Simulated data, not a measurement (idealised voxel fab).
voxel wiring stack: a process module
The width of the displayed cross-section, cut, is 255 nm; its cells are square, with a size of 5 nm.
Cross-sections here: square-cell grids, written as top-down lists of bands, a band being one or more rows of cells.
Band: top height; bottom height; in nm. Then, left to right: material with width in nm, for each material. "all across": a single material spanning edge to edge. "air": empty space.
Below 0: as-received wafer, all one material; heights counted from there. Lowest band: no bottom, goes on down, written "from 0 down".
So if you see something like "30..40" for the width, read it as the top row of the band sitting at the first number and the bottom row at the second, with every row in between moving by the same amount as the last.
When a step is marked "no alterations made", none of the cells in the cross-section changed during that step.
"Entrapped voids" specifies each empty space that is not open to the top and that occupies no fewer than 8 cells, using the form width x height at distance, the distance measured from the left edge and all three quantities in nm.
The remark found on a step's line after its settings is issued by the simulator itself and pertains to that step.
The optional step-line setting "overlay nm" applies to steps with a mask and quantifies how far to the right of its planned location the mask lay, a negative value indicating leftward placement.
Planned process steps
- 1: RECEIVE (material Si)
- 2: CONFORMAL_DEP (material SiO2; thk nm 10)
- 3: CONFORMAL_DEP (material SiCN; thk nm 5)
- 4: DIRECTIONAL_DEP (material SiO2; thk nm 15)
- 5: MASKED_ETCH (tone open; mask id METAL_1; width nm 20; pitch nm 50; etch materials SiO2; depth nm 15; overlay nm 0)
- 6: MASKED_ETCH (tone open; mask id METAL_1; width nm 20; pitch nm 50; etch materials SiCN; depth nm 5; overlay nm 0)
- 7: CONFORMAL_DEP (material TiN; thk nm 5)
- 8: FILL_DEP (material Cu; thk nm 10)
- 9: CMP (height nm 30)
- 10: CONFORMAL_DEP (material SiCN; thk nm 5)
- 11: DIRECTIONAL_DEP (material SiO2; thk nm 15)
- 12: MASKED_ETCH (tone open; mask id PLUG_1; width nm 15; pitch nm 100; etch materials SiO2; depth nm 15; overlay nm 0)
- 13: MASKED_ETCH (tone open; mask id PLUG_1; width nm 15; pitch nm 100; etch materials SiCN; depth nm 5; overlay nm 0)
- 14: EPI (material Ru; thk nm 10)
- 15: EPI (material Ru; thk nm 10)
- 16: DIRECTIONAL_DEP (material TiN; thk nm 5)
- 17: DIRECTIONAL_DEP (material Ru; thk nm 20)
- 18: MASKED_ETCH (tone cover; mask id METAL_2; width nm 20; pitch nm 50; etch materials Ru; depth nm 20; overlay nm 0)
- 19: MASKED_ETCH (tone cover; mask id METAL_2; width nm 20; pitch nm 50; etch materials TiN; depth nm 5; overlay nm 0)
- 20: FILL_DEP (material lowk; thk nm 5)
- 21: CMP (height nm 75)
- 22: CONFORMAL_DEP (material SiCN; thk nm 5)
Wafer cross-section on receipt, i.e. after step 1
* from 0 down | Si all across
* Entrapped voids: none
This is how the wafer looks in cross-section once the module is done, given the starting state and plan above and one mistake in carrying the plan out
* from 80 to 75 | SiCN all across
* from 75 to 65 | lowk 40 | Ru 20 | lowk 80 | Ru 20 | lowk 95
* from 65 to 55 | lowk 40 | Ru 20 | lowk 30 | Ru 20 | lowk 30 | Ru 20 | lowk 30 | Ru 20 | lowk 45
* from 55 to 50 | lowk 40 | TiN 20 | lowk 30 | Ru 20 | lowk 30 | TiN 20 | lowk 30 | Ru 20 | lowk 45
* from 50 to 45 | lowk 30 | Ru 35 | lowk 25 | Ru 20 | lowk 20 | Ru 35 | lowk 25 | Ru 20 | lowk 45
* from 45 to 40 | lowk 30 | Ru 35 | lowk 25 | TiN 20 | lowk 20 | Ru 35 | lowk 25 | TiN 20 | lowk 45
* from 40 to 35 | SiO2 40 | Ru 15 | SiO2 85 | Ru 15 | SiO2 100
* from 35 to 30 | SiCN 40 | Ru 15 | SiCN 85 | Ru 15 | SiCN 100
* from 30 to 15 | SiO2 40 | TiN 5 | Cu 10 | TiN 5 | SiO2 30 | TiN 5 | Cu 10 | TiN 5 | SiO2 30 | TiN 5 | Cu 10 | TiN 5 | SiO2 30 | TiN 5 | Cu 10 | TiN 5 | SiO2 45
* from 15 to 10 | SiCN 40 | TiN 20 | SiCN 30 | TiN 20 | SiCN 30 | TiN 20 | SiCN 30 | TiN 20 | SiCN 45
* from 10 to 0 | SiO2 all across
* from 0 down | Si all across
* Entrapped voids: none
What was done differently from what was planned? rather than as planned, step 11 actually ran as DIRECTIONAL_DEP (material SiO2; thk nm 5)
